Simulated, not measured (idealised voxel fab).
This section sets out a process module, namely voxel released beams.
Square cell edge 5 nm, section width 280 nm, ID cut.
Each cross-section below is a grid of square cells, stated as bands in top-down order, with one or more rows of cells making up each band. Heights first: top, then bottom, in nm. Then materials, left to right, each with a width in nm. "edge to edge" on a single material: fills the band edge to edge. "blank": empty space. For the purposes of this specification, 0 denotes the height below which the wafer in its as-received condition is composed wholly of one material, and the lowermost band, lacking a lower limit, extends downward without end, as expressed in "0..down". When a width is written as two numbers, as in "30..40", the first number is the width in the top row of cells of the band and the second is the width in its bottom row, and the width changes by the same amount from each row to the next. Where the words "nothing got changed" appear for a step, the cross-section shows no cell changed by that step; every cell remained as before. Each empty space that has no open way to the top and spans at least 8 cells appears under "Closed void inventory" as width x height at distance, the distance counted from the left edge, all in nm. If you see something after the settings on a step's line, that's the simulator's own remark about that step. If you see "overlay nm" on a step's line and that step has a mask, it's telling you how far right of where it was planned the mask ended up; a negative number means it went left instead.
The process steps that were planned are listed below
step 1: RECEIVE,material Si
step 2: CONFORMAL_DEP,material SiN,thk nm 10
step 3: DIRECTIONAL_DEP,material SiO2,thk nm 15
step 4: DIRECTIONAL_DEP,material aC,thk nm 10
step 5: PATTERN,tone open,mask id ANCHOR,material resist,width nm 35,thk nm 30,overlay nm 0
step 6: DIRECTIONAL_ETCH,etch materials aC,depth nm 10
step 7: STRIP,etch materials resist
step 8: DIRECTIONAL_ETCH,etch materials SiO2,depth nm 15
step 9: STRIP,etch materials aC
step 10: CONFORMAL_DEP,material W,thk nm 10
step 11: MASKED_ETCH,tone cover,mask id BEAM,width nm 120,etch materials W,depth nm 10,overlay nm 0
step 12: STRIP,etch materials SiO2
As-received state of the wafer in cross-section, equivalent to post-step 1
* 0..down  Si edge to edge
* Closed void inventory: none
Here's the wafer cut in cross-section after the module, started and planned just like above, except one thing was done wrong in the run
* 25..15  75 nm blank, 15 nm W, 15 nm blank, 90 nm W, 85 nm blank
* 15..10  80 nm blank, 10 nm W, 15 nm blank, 10 nm W, 165 nm blank
* 10..0  80 nm blank, 35 nm W, 165 nm blank
* 0..down  Si edge to edge
* Closed void inventory: none
Want to know what went wrong? plan step 2 skipped
